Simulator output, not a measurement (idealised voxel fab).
Presented below is a process module, voxel capacitor over wiring.
The width of the displayed cross-section, cut, is 195 nm; its cells are square, with a size of 5 nm.
This document writes a cross-section as a grid whose cells are square, and gives it as bands, listed from the top down; one or more rows of cells form a band.
Band entry format. Leading values: height of top, height of bottom, nm. Remainder: materials in left-to-right order, each with its width in nm. Special words: "full width" on a single material, which then fills the band edge to edge; "empty", empty space.
Measure heights from 0. That's the level where, below it, the as-received wafer is all one material. The lowest band is bottomless and extends downward; write it as in "0 and below".
Think of "30->40" as a width that walks from the first number to the second as you go down the band, top row to bottom row, taking equal-sized steps from row to row.
For the purposes of this document, the phrase "no change" attached to a step denotes that no cell within the cross-section was modified by that step.
Entry "Trapped cavities". Content: empty spaces with no open connection to the top, size 8 cells or greater. Each: width x height at distance. Distance: from left edge. Unit: nm.
It should be noted that, on the line of a given step, the content following the step's settings is a remark produced by the simulator itself with respect to that step.
The optional step-line setting "overlay nm" applies to steps with a mask and quantifies how far to the right of its planned location the mask lay, a negative value indicating leftward placement.
### Listed below are the process steps as planned
step 1: RECEIVE [material Si]
step 2: CONFORMAL_DEP [material SiO2] [thk nm 15]
step 3: CONFORMAL_DEP [material SiN] [thk nm 5]
step 4: DIRECTIONAL_DEP [material lowk] [thk nm 15]
step 5: DIRECTIONAL_DEP [material aC] [thk nm 15]
step 6: PATTERN [tone open] [mask id METAL_1] [material resist] [width nm 30] [pitch nm 80] [thk nm 30] [overlay nm 0]
step 7: DIRECTIONAL_ETCH [etch materials aC] [depth nm 15]
step 8: STRIP [etch materials resist]
step 9: DIRECTIONAL_ETCH [etch materials lowk] [depth nm 15]
step 10: DIRECTIONAL_ETCH [etch materials SiN] [depth nm 5]
step 11: STRIP [etch materials aC]
step 12: CONFORMAL_DEP [material TiN] [thk nm 5]
step 13: FILL_DEP [material Ru] [thk nm 10]
step 14: CMP [height nm 35]
step 15: CONFORMAL_DEP [material SiCN] [thk nm 5]
step 16: DIRECTIONAL_DEP [material SiO2] [thk nm 15]
step 17: MASKED_ETCH [tone open] [mask id PLUG_1] [width nm 15] [etch materials SiO2] [depth nm 15] [overlay nm 0]
step 18: MASKED_ETCH [tone open] [mask id PLUG_1] [width nm 15] [etch materials SiCN] [depth nm 5] [overlay nm 0]
step 19: EPI [material Ru] [thk nm 10]
step 20: EPI [material Ru] [thk nm 10]
step 21: DIRECTIONAL_DEP [material TiN] [thk nm 5]
step 22: DIRECTIONAL_DEP [material HfO2] [thk nm 5]
step 23: DIRECTIONAL_DEP [material TiN] [thk nm 5]
step 24: MASKED_ETCH [tone cover] [mask id UPPER_PLATE] [width nm 55] [etch materials TiN] [depth nm 5] [overlay nm 0]
step 25: MASKED_ETCH [tone cover] [mask id UPPER_PLATE] [width nm 55] [etch materials HfO2] [depth nm 5] [overlay nm 0]
step 26: MASKED_ETCH [tone cover] [mask id LOWER_PLATE] [width nm 65] [etch materials TiN] [depth nm 5] [overlay nm 0]
step 27: FILL_DEP [material SiO2] [thk nm 20]
step 28: CMP [height nm 85]
step 29: PATTERN [tone open] [mask id PLUG_2] [material resist] [width nm 15] [thk nm 15] [overlay nm 0]
step 30: DIRECTIONAL_ETCH [etch materials SiO2] [depth nm 15]
step 31: STRIP [etch materials resist]
step 32: CONFORMAL_DEP [material TiN] [thk nm 5]
step 33: FILL_DEP [material W] [thk nm 5]
step 34: CMP [height nm 85]
step 35: CONFORMAL_DEP [material SiCN] [thk nm 5]
### first wafer, as planned
### Shown in cross-section is the wafer as received, that is, as it stands after step 1
- 0 and below: Si full width
- Trapped cavities: none
### after step 2
- 15 down to 0: SiO2 full width
- Under 0: no change, same as before.
### after step 3
- 20 down to 15: SiN full width
- Under 15: no change, same as before.
### after step 4
- 35 down to 20: lowk full width
- Under 20: no change, same as before.
### after step 5
- 50 down to 35: aC full width
- Under 35: no change, same as before.
### after step 6
- 80 down to 50: resist 40, empty 30, resist 50, empty 30, resist 45
- Under 50: no change, same as before.
### after step 7
- 65 down to 50: resist 40, empty 30, resist 50, empty 30, resist 45
- 50 down to 35: aC 40, empty 30, aC 50, empty 30, aC 45
- Under 35: no change, same as before.
### after step 8
- 50 down to 35: aC 40, empty 30, aC 50, empty 30, aC 45
- Under 35: no change, same as before.
### after step 9
- 50 down to 35: aC 40, empty 30, aC 50, empty 30, aC 45
- 35 down to 20: lowk 40, empty 30, lowk 50, empty 30, lowk 45
- Under 20: no change, same as before.
### after step 10
- 50 down to 35: aC 40, empty 30, aC 50, empty 30, aC 45
- 35 down to 20: lowk 40, empty 30, lowk 50, empty 30, lowk 45
- 20 down to 15: SiN 40, empty 30, SiN 50, empty 30, SiN 45
- Under 15: no change, same as before.
### after step 11
- 35 down to 20: lowk 40, empty 30, lowk 50, empty 30, lowk 45
- Under 20: no change, same as before.
### after step 12
- 40 down to 35: TiN 45, empty 20, TiN 60, empty 20, TiN 50
- 35 down to 20: lowk 40, TiN 5, empty 20, TiN 5, lowk 50, TiN 5, empty 20, TiN 5, lowk 45
- 20 down to 15: SiN 40, TiN 30, SiN 50, TiN 30, SiN 45
- Under 15: no change, same as before.
### after step 13
- 50 down to 40: Ru full width
- 40 down to 35: TiN 45, Ru 20, TiN 60, Ru 20, TiN 50
- 35 down to 20: lowk 40, TiN 5, Ru 20, TiN 5, lowk 50, TiN 5, Ru 20, TiN 5, lowk 45
- Under 20: no change, same as before.
### after step 14
- 35 down to 20: lowk 40, TiN 5, Ru 20, TiN 5, lowk 50, TiN 5, Ru 20, TiN 5, lowk 45
- Under 20: no change, same as before.
### after step 15
- 40 down to 35: SiCN full width
- Under 35: no change, same as before.
### after step 16
- 55 down to 40: SiO2 full width
- Under 40: no change, same as before.
### after step 17
- 55 down to 40: SiO2 55, empty 15, SiO2 125
- Under 40: no change, same as before.
### after step 18
- 55 down to 40: SiO2 55, empty 15, SiO2 125
- 40 down to 35: SiCN 55, empty 15, SiCN 125
- Under 35: no change, same as before.
### after step 19
- 55 down to 45: SiO2 55, empty 15, SiO2 125
- 45 down to 40: SiO2 55, Ru 15, SiO2 125
- 40 down to 35: SiCN 55, Ru 15, SiCN 125
- Under 35: no change, same as before.
### after step 20
- 55 down to 40: SiO2 55, Ru 15, SiO2 125
- Under 40: no change, same as before.
### after step 21
- 60 down to 55: TiN full width
- Under 55: no change, same as before.
### after step 22
- 65 down to 60: HfO2 full width
- Under 60: no change, same as before.
### after step 23
- 70 down to 65: TiN full width
- Under 65: no change, same as before.
### after step 24
- 70 down to 65: empty 55, TiN 55, empty 85
- Under 65: no change, same as before.
### after step 25
- 70 down to 65: empty 55, TiN 55, empty 85
- 65 down to 60: empty 55, HfO2 55, empty 85
- Under 60: no change, same as before.
### after step 26
- 70 down to 65: empty 55, TiN 55, empty 85
- 65 down to 60: empty 55, HfO2 55, empty 85
- 60 down to 55: empty 50, TiN 65, empty 80
- Under 55: no change, same as before.
### after step 27
- 90 down to 70: SiO2 full width
- 70 down to 65: SiO2 55, TiN 55, SiO2 85
- 65 down to 60: SiO2 55, HfO2 55, SiO2 85
- 60 down to 55: SiO2 50, TiN 65, SiO2 80
- Under 55: no change, same as before.
### after step 28
- 85 down to 70: SiO2 full width
- Under 70: no change, same as before.
### after step 29
- 100 down to 85: resist 65, empty 15, resist 115
- Under 85: no change, same as before.
### after step 30
- 100 down to 85: resist 65, empty 15, resist 115
- 85 down to 70: SiO2 65, empty 15, SiO2 115
- Under 70: no change, same as before.
### after step 31
- 85 down to 70: SiO2 65, empty 15, SiO2 115
- Under 70: no change, same as before.
### after step 32
- 90 down to 85: TiN 70, empty 5, TiN 120
- 85 down to 75: SiO2 65, TiN 5, empty 5, TiN 5, SiO2 115
- 75 down to 65: SiO2 65->55, TiN 15->55, SiO2 115->85
- Under 65: no change, same as before.
### after step 33
- 95 down to 90: W full width
- 90 down to 85: TiN 70, W 5, TiN 120
- 85 down to 75: SiO2 65, TiN 5, W 5, TiN 5, SiO2 115
- Under 75: no change, same as before.
### after step 34
- 85 down to 75: SiO2 65, TiN 5, W 5, TiN 5, SiO2 115
- Under 75: no change, same as before.
### after step 35
- 90 down to 85: SiCN full width
- Under 85: no change, same as before.
### The second wafer: identical to the first at the outset and in its planned sequence, differing only in that one mistake was made during processing; up to and including step 18, its path is the first wafer's path
### Planned end of step 20: second wafer, cross-section
- 65 down to 55: empty 45, Ru 35, empty 115
- 55 down to 40: SiO2 55, Ru 15, SiO2 125
- 40 down to 35: SiCN 55, Ru 15, SiCN 125
- Under 35: no change, same as before.
### Planned end of step 21: second wafer, cross-section
- 70 down to 65: empty 45, TiN 35, empty 115
- 65 down to 60: empty 45, Ru 35, empty 115
- 60 down to 55: TiN 45, Ru 35, TiN 115
- Under 55: no change, same as before.
### Planned end of step 22: second wafer, cross-section
- 75 down to 70: empty 45, HfO2 35, empty 115
- 70 down to 65: empty 45, TiN 35, empty 115
- 65 down to 60: HfO2 45, Ru 35, HfO2 115
- Under 60: no change, same as before.
### Planned end of step 23: second wafer, cross-section
- 80 down to 75: empty 45, TiN 35, empty 115
- 75 down to 70: empty 45, HfO2 35, empty 115
- 70 down to 65: TiN full width
- Under 65: no change, same as before.
### Planned end of step 24: second wafer, cross-section
- 80 down to 75: empty 55, TiN 25, empty 115
- 75 down to 70: empty 45, HfO2 35, empty 115
- 70 down to 65: empty 45, TiN 65, empty 85
- Under 65: no change, same as before.
### Planned end of step 25: second wafer, cross-section
- 80 down to 75: empty 55, TiN 25, empty 115
- 75 down to 70: empty 55, HfO2 25, empty 115
- 70 down to 65: empty 45, TiN 65, empty 85
- 65 down to 60: empty 45, Ru 35, HfO2 30, empty 85
- Under 60: no change, same as before.
### Planned end of step 26: second wafer, cross-section
- 80 down to 75: empty 55, TiN 25, empty 115
- 75 down to 70: empty 55, HfO2 25, empty 115
- 70 down to 65: empty 50, TiN 60, empty 85
- 65 down to 60: empty 45, Ru 35, HfO2 30, empty 85
- 60 down to 55: empty 45, Ru 35, TiN 35, empty 80
- Under 55: no change, same as before.
### Planned end of step 27: second wafer, cross-section
- 100 down to 80: SiO2 full width
- 80 down to 75: SiO2 55, TiN 25, SiO2 115
- 75 down to 70: SiO2 55, HfO2 25, SiO2 115
- 70 down to 65: SiO2 50, TiN 60, SiO2 85
- 65 down to 60: SiO2 45, Ru 35, HfO2 30, SiO2 85
- 60 down to 55: SiO2 45, Ru 35, TiN 35, SiO2 80
- Under 55: no change, same as before.
### Planned end of step 28: second wafer, cross-section
- 85 down to 80: SiO2 full width
- Under 80: no change, same as before.
### Planned end of step 29: second wafer, cross-section
- 100 down to 85: resist 65, empty 15, resist 115
- Under 85: no change, same as before.
### Planned end of step 30: second wafer, cross-section
- 100 down to 85: resist 65, empty 15, resist 115
- 85 down to 80: SiO2 65, empty 15, SiO2 115
- Under 80: no change, same as before.
### Planned end of step 31: second wafer, cross-section
- 85 down to 80: SiO2 65, empty 15, SiO2 115
- Under 80: no change, same as before.
### Planned end of step 32: second wafer, cross-section
- 90 down to 85: TiN 70, empty 5, TiN 120
- 85 down to 75: SiO2 65->55, TiN 15->25, SiO2 115
- Under 75: no change, same as before.
### Planned end of step 33: second wafer, cross-section
- 95 down to 90: W full width
- 90 down to 85: TiN 70, W 5, TiN 120
- Under 85: no change, same as before.
### Planned end of step 34: second wafer, cross-section
- 85 down to 75: SiO2 65->55, TiN 15->25, SiO2 115
- Under 75: no change, same as before.
### Planned end of step 35: second wafer, cross-section
- 90 down to 85: SiCN full width
- Under 85: no change, same as before.
Plan not followed: which of the identical steps 19 and 20 was run twice cannot be determined, only that one of them was
The second wafer ends with more or fewer cells of some materials than the first, per final count: Ru +14; SiO2 -8; TiN -4; W -2
